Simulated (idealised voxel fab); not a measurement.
Documented hereafter: the process module known as voxel tone inversion.
220 nm wide, 5 nm square cells: that's cross-section cut.
Notation: cross-section as square-cell grid; stated in bands, top first, going down; one or more cell rows per band. Look at the band entry: it leads with the top's height and the bottom's height in nm. Then it lists the materials left to right, with a width in nm for each. The word "full width" on a single material says that material fills the band edge to edge. The word "air" is empty space. Height 0 is the level under which the wafer as received is all one material. The lowest band goes on downwards, as in "from 0 down". It should be noted that a width expressed as "30->40" varies in equal increments from row to row of cells within the band, taking the value of the first number at the top row and that of the second number at the bottom row. Where the words "remained unchanged" appear for a step, the cross-section shows no cell changed by that step; every cell remained as before. Basically, "Internal closed voids" tells you about the enclosed voids: empty spaces with no open way to the top, 8 cells or bigger, each written width x height at distance, where distance is from the left edge, all in nm. after a step's settings: what the simulator itself notes on the step. Steps that use a mask can have "overlay nm" on their line. It says how far the mask sat to the right of where it was meant to be. Negative means to the left.

# Listed below are the process steps as planned
- 1: RECEIVE with material Si
- 2: CONFORMAL_DEP with material SiN, thk nm 10
- 3: DIRECTIONAL_DEP with material aC, thk nm 15
- 4: PATTERN with tone cover, mask id POSTS, material resist, width nm 15, pitch nm 45, thk nm 25, overlay nm 0
- 5: DIRECTIONAL_ETCH with etch materials aC, depth nm 15
- 6: STRIP with etch materials resist
- 7: FILL_DEP with material lowk, thk nm 10
- 8: CMP with height nm 25
- 9: STRIP with etch materials aC

# The first of two wafers, run as planned

# Cross-section of the wafer upon arrival, representing the state reached after step 1
* from 0 down: Si full width
* Internal closed voids: none

# So this is the wafer cross-section right after step 2
* from 10 to 0: SiN full width
* Below 0 it's all the same as before, nothing changed down there.

# So this is the wafer cross-section right after step 3
* from 25 to 10: aC full width
* Below 10 it's all the same as before, nothing changed down there.

# So this is the wafer cross-section right after step 4
* from 50 to 25: air 35 nm  resist 15 nm  air 30 nm  resist 15 nm  air 30 nm  resist 15 nm  air 30 nm  resist 15 nm  air 35 nm
* Below 25 it's all the same as before, nothing changed down there.

# So this is the wafer cross-section right after step 5
* from 35 to 25: air 35 nm  resist 15 nm  air 30 nm  resist 15 nm  air 30 nm  resist 15 nm  air 30 nm  resist 15 nm  air 35 nm
* from 25 to 10: air 35 nm  aC 15 nm  air 30 nm  aC 15 nm  air 30 nm  aC 15 nm  air 30 nm  aC 15 nm  air 35 nm
* Below 10 it's all the same as before, nothing changed down there.

# So this is the wafer cross-section right after step 6
* from 25 to 10: air 35 nm  aC 15 nm  air 30 nm  aC 15 nm  air 30 nm  aC 15 nm  air 30 nm  aC 15 nm  air 35 nm
* Below 10 it's all the same as before, nothing changed down there.

# So this is the wafer cross-section right after step 7
* from 35 to 25: lowk full width
* from 25 to 10: lowk 35 nm  aC 15 nm  lowk 30 nm  aC 15 nm  lowk 30 nm  aC 15 nm  lowk 30 nm  aC 15 nm  lowk 35 nm
* Below 10 it's all the same as before, nothing changed down there.

# So this is the wafer cross-section right after step 8
* from 25 to 10: lowk 35 nm  aC 15 nm  lowk 30 nm  aC 15 nm  lowk 30 nm  aC 15 nm  lowk 30 nm  aC 15 nm  lowk 35 nm
* Below 10 it's all the same as before, nothing changed down there.

# So this is the wafer cross-section right after step 9
* from 25 to 10: lowk 35 nm  air 15 nm  lowk 30 nm  air 15 nm  lowk 30 nm  air 15 nm  lowk 30 nm  air 15 nm  lowk 35 nm
* Below 10 it's all the same as before, nothing changed down there.

# Wafer two of the pair: same origin, same plan, one error during the run; identical to wafer one up to and including step 3

# Cross-section of the second wafer at the time by which step 4 should have been completed according to the plan
* from 50 to 25: air 35 nm  resist 20 nm  air 25 nm  resist 20 nm  air 25 nm  resist 20 nm  air 25 nm  resist 20 nm  air 30 nm
* Below 25 it's all the same as before, nothing changed down there.

# Cross-section of the second wafer at the time by which step 5 should have been completed according to the plan
* from 35 to 25: air 35 nm  resist 20 nm  air 25 nm  resist 20 nm  air 25 nm  resist 20 nm  air 25 nm  resist 20 nm  air 30 nm
* from 25 to 10: air 35 nm  aC 20 nm  air 25 nm  aC 20 nm  air 25 nm  aC 20 nm  air 25 nm  aC 20 nm  air 30 nm
* Below 10 it's all the same as before, nothing changed down there.

# Cross-section of the second wafer at the time by which step 6 should have been completed according to the plan
* from 25 to 10: air 35 nm  aC 20 nm  air 25 nm  aC 20 nm  air 25 nm  aC 20 nm  air 25 nm  aC 20 nm  air 30 nm
* Below 10 it's all the same as before, nothing changed down there.

# Cross-section of the second wafer at the time by which step 7 should have been completed according to the plan
* from 35 to 25: lowk full width
* from 25 to 10: lowk 35 nm  aC 20 nm  lowk 25 nm  aC 20 nm  lowk 25 nm  aC 20 nm  lowk 25 nm  aC 20 nm  lowk 30 nm
* Below 10 it's all the same as before, nothing changed down there.

# Cross-section of the second wafer at the time by which step 8 should have been completed according to the plan
* from 25 to 10: lowk 35 nm  aC 20 nm  lowk 25 nm  aC 20 nm  lowk 25 nm  aC 20 nm  lowk 25 nm  aC 20 nm  lowk 30 nm
* Below 10 it's all the same as before, nothing changed down there.

# Cross-section of the second wafer at the time by which step 9 should have been completed according to the plan
* from 25 to 10: lowk 35 nm  air 20 nm  lowk 25 nm  air 20 nm  lowk 25 nm  air 20 nm  lowk 25 nm  air 20 nm  lowk 30 nm
* Below 10 it's all the same as before, nothing changed down there.
What went wrong in running the wafer? step 4 was processed under conditions differing from the plan, specifically as PATTERN with tone cover, mask id POSTS, material resist, width nm 20, pitch nm 45, thk nm 25, overlay nm 0
At the finish, the second wafer shows more or fewer cells for some materials than the first does: lowk: 12 fewer
